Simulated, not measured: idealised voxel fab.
Process module heading - voxel quadruple lines
Displayed cross-section: cut, width of 270 nm, square cells sized 5 nm.
For the purposes of this document, a cross-section shall be understood as a grid of square cells, specified as bands listed in top-to-bottom order, each band consisting of one or more rows of cells. The entry gives the band's vertical extent as a top height and a bottom height in nm, then its horizontal make-up as materials from left to right, each with a width in nm. "air" stands for empty space; a single material marked "throughout" fills the band edge to edge. Heads up on the height convention: 0 is the point under which the incoming wafer is all one material, and the lowest band has no bottom, it just keeps going down, like "0 and below". With a width like "30 to 40", each row of cells in the band differs from the next by the same amount, the top row carrying the first number and the bottom row the second. Step marked "nothing got changed"? Then no cell in the cross-section changed in it. The entry "closed voids" lists the empty spaces that cover at least 8 cells and have no open path to the top. Each is written as width x height at distance, where the distance is measured from the left edge and all three values are in nm. Whatever follows a step's settings on its line is a remark the simulator itself makes about that step. Steps that use a mask can have "overlay nm" on their line. It says how far the mask sat to the right of where it was meant to be. Negative means to the left.
THE FOLLOWING LIST GIVES THE PLANNED PROCESS STEPS
1) op RECEIVE | material Si
2) op CONFORMAL_DEP | material SiO2 | thk nm 10
3) op DIRECTIONAL_DEP | material TiN | thk nm 10
4) op DIRECTIONAL_DEP | material polySi | thk nm 15
5) op DIRECTIONAL_DEP | material aC | thk nm 20
6) op PATTERN | tone cover | mask id MANDREL | material resist | width nm 25 | thk nm 30 | overlay nm 0
7) op DIRECTIONAL_ETCH | etch materials aC | depth nm 20
8) op STRIP | etch materials resist
9) op CONFORMAL_DEP | material SiO2 | thk nm 15
10) op DIRECTIONAL_ETCH | etch materials SiO2 | depth nm 15
11) op STRIP | etch materials aC
12) op DIRECTIONAL_ETCH | etch materials polySi | depth nm 15
13) op STRIP | etch materials SiO2
14) op CONFORMAL_DEP | material SiN | thk nm 10
15) op DIRECTIONAL_ETCH | etch materials SiN | depth nm 10
16) op STRIP | etch materials polySi
17) op DIRECTIONAL_ETCH | etch materials TiN | depth nm 10
18) op STRIP | etch materials SiN
19) op FILL_DEP | material SiO2 | thk nm 5
20) op CMP | height nm 20
The value of width nm given for step 6 in the plan refers to the first wafer; the wafers vary in this setting and are alike at the start.
HERE'S THE FIRST OF THE WAFERS IN CROSS-SECTION, JUST AS WE GOT IT, I.E. AFTER STEP 1
> 0 and below  Si throughout
> closed voids: none
TABLE: WAFERS, A ROW EACH; END-OF-MODULE CELL CHANGE PER MATERIAL SINCE RECEIPT, GAIN (+), LOSS (-); THEN CLOSED VOIDS
width nm 25 | +200 SiO2 | +16 TiN | closed voids: none
width nm 30 | +200 SiO2 | +16 TiN | closed voids: none
width nm 35 | +200 SiO2 | +16 TiN | closed voids: none
width nm 40 | +200 SiO2 | +16 TiN | closed voids: none
width nm 45 | +200 SiO2 | +16 TiN | closed voids: none
width nm 50 | +200 SiO2 | +16 TiN | closed voids: none
